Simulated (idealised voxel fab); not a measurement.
You're looking at the process module voxel capacitor over wiring.
cross-section cut | 155 nm wide | cells 5 nm
Just so we're on the same page, the cross-sections are grids of square cells, and they're listed out in bands top to bottom, each band one or more rows deep.
What a band's entry tells you: where the top is and where the bottom is, as heights in nm, and after that what lies inside, material by material from left to right, each with its width in nm. Empty space is written as the word "empty", and a single material marked with the word "throughout" occupies the band from edge to edge.
Heights are reckoned from 0. Under this level, the received wafer is all of one material. The bottommost band is open-ended downward, for example "z 0 and below".
So if you see something like "30 to 40" for the width, read it as the top row of the band sitting at the first number and the bottom row at the second, with every row in between moving by the same amount as the last.
Basically "remains unaltered" means that step didn't change any cell in the cross-section.
Each empty space that has no open way to the top and spans at least 8 cells appears under "Encapsulated voids" as width x height at distance, the distance counted from the left edge, all in nm.
after a step's settings: what the simulator itself notes on the step
On any step carrying a mask, the "overlay nm" setting, if present on the step's line, tells how far right of its planned place the mask lay; negative values point to the left.
### The following list gives the planned process steps
1 RECEIVE, material Si
2 CONFORMAL_DEP, material SiO2, thk nm 10
3 CONFORMAL_DEP, material SiCN, thk nm 5
4 DIRECTIONAL_DEP, material SiO2, thk nm 15
5 DIRECTIONAL_DEP, material aC, thk nm 15
6 PATTERN, tone open, mask id METAL_1, material resist, width nm 20, pitch nm 80, thk nm 35, overlay nm 0
7 DIRECTIONAL_ETCH, etch materials aC, depth nm 15
8 STRIP, etch materials resist
9 DIRECTIONAL_ETCH, etch materials SiO2, depth nm 15
10 DIRECTIONAL_ETCH, etch materials SiCN, depth nm 5
11 STRIP, etch materials aC
12 CONFORMAL_DEP, material TiN, thk nm 5
13 FILL_DEP, material Ru, thk nm 5
14 CMP, height nm 30
15 EPI, material Ru, thk nm 5
16 FILL_DEP, material SiCN, thk nm 5
17 DIRECTIONAL_DEP, material lowk, thk nm 10
18 MASKED_ETCH, tone open, mask id PLUG_1, width nm 15, etch materials lowk, depth nm 10, overlay nm 0
19 MASKED_ETCH, tone open, mask id PLUG_1, width nm 15, etch materials SiCN, depth nm 5, overlay nm 0
20 CONFORMAL_DEP, material TiN, thk nm 5
21 FILL_DEP, material W, thk nm 5
22 CMP, height nm 50
23 DIRECTIONAL_DEP, material TiN, thk nm 5
24 DIRECTIONAL_DEP, material HfO2, thk nm 5
25 DIRECTIONAL_DEP, material TiN, thk nm 10
26 DIRECTIONAL_DEP, material aC, thk nm 15
27 PATTERN, tone cover, mask id UPPER_PLATE, material resist, width nm 65, thk nm 30, overlay nm 0
28 DIRECTIONAL_ETCH, etch materials aC, depth nm 15
29 STRIP, etch materials resist
30 DIRECTIONAL_ETCH, etch materials TiN, depth nm 10
31 DIRECTIONAL_ETCH, etch materials HfO2, depth nm 5
32 STRIP, etch materials aC
33 MASKED_ETCH, tone cover, mask id LOWER_PLATE, width nm 75, etch materials TiN, depth nm 5, overlay nm -10
34 FILL_DEP, material SiO2, thk nm 20
35 CMP, height nm 85
36 DIRECTIONAL_DEP, material aC, thk nm 15
37 PATTERN, tone open, mask id PLUG_2, material resist, width nm 15, thk nm 30, overlay nm 0
38 DIRECTIONAL_ETCH, etch materials aC, depth nm 15
39 STRIP, etch materials resist
40 DIRECTIONAL_ETCH, etch materials SiO2, depth nm 15
41 STRIP, etch materials aC
42 CONFORMAL_DEP, material TiN, thk nm 5
43 FILL_DEP, material Cu, thk nm 10
44 CMP, height nm 85
45 CONFORMAL_DEP, material SiN, thk nm 5
Quick note for whoever runs this: the wafers start identical, but the overlay nm at step 33 isn't the same across them. The plan just shows what the first wafer had.
### The first of several wafers, as received after step 1, seen in section
	z 0 and below  Si throughout
	Encapsulated voids: none
### End of module, by wafer: material-by-material cell gain (+) or loss (-) since receipt, then closed voids
overlay nm -10, +2 Cu, +13 HfO2, +24 Ru, +70 SiCN, +31 SiN, +285 SiO2, +75 TiN, +2 W, +56 lowk, Encapsulated voids: none
overlay nm -5, +2 Cu, +13 HfO2, +24 Ru, +70 SiCN, +31 SiN, +285 SiO2, +75 TiN, +2 W, +56 lowk, Encapsulated voids: none
overlay nm 0, +2 Cu, +13 HfO2, +24 Ru, +70 SiCN, +31 SiN, +285 SiO2, +75 TiN, +2 W, +56 lowk, Encapsulated voids: none
overlay nm 5, +2 Cu, +13 HfO2, +24 Ru, +70 SiCN, +31 SiN, +285 SiO2, +75 TiN, +2 W, +56 lowk, Encapsulated voids: none
overlay nm 10, +2 Cu, +13 HfO2, +24 Ru, +70 SiCN, +31 SiN, +285 SiO2, +75 TiN, +2 W, +56 lowk, Encapsulated voids: none
overlay nm 15, +2 Cu, +13 HfO2, +24 Ru, +70 SiCN, +31 SiN, +285 SiO2, +75 TiN, +2 W, +56 lowk, Encapsulated voids: none
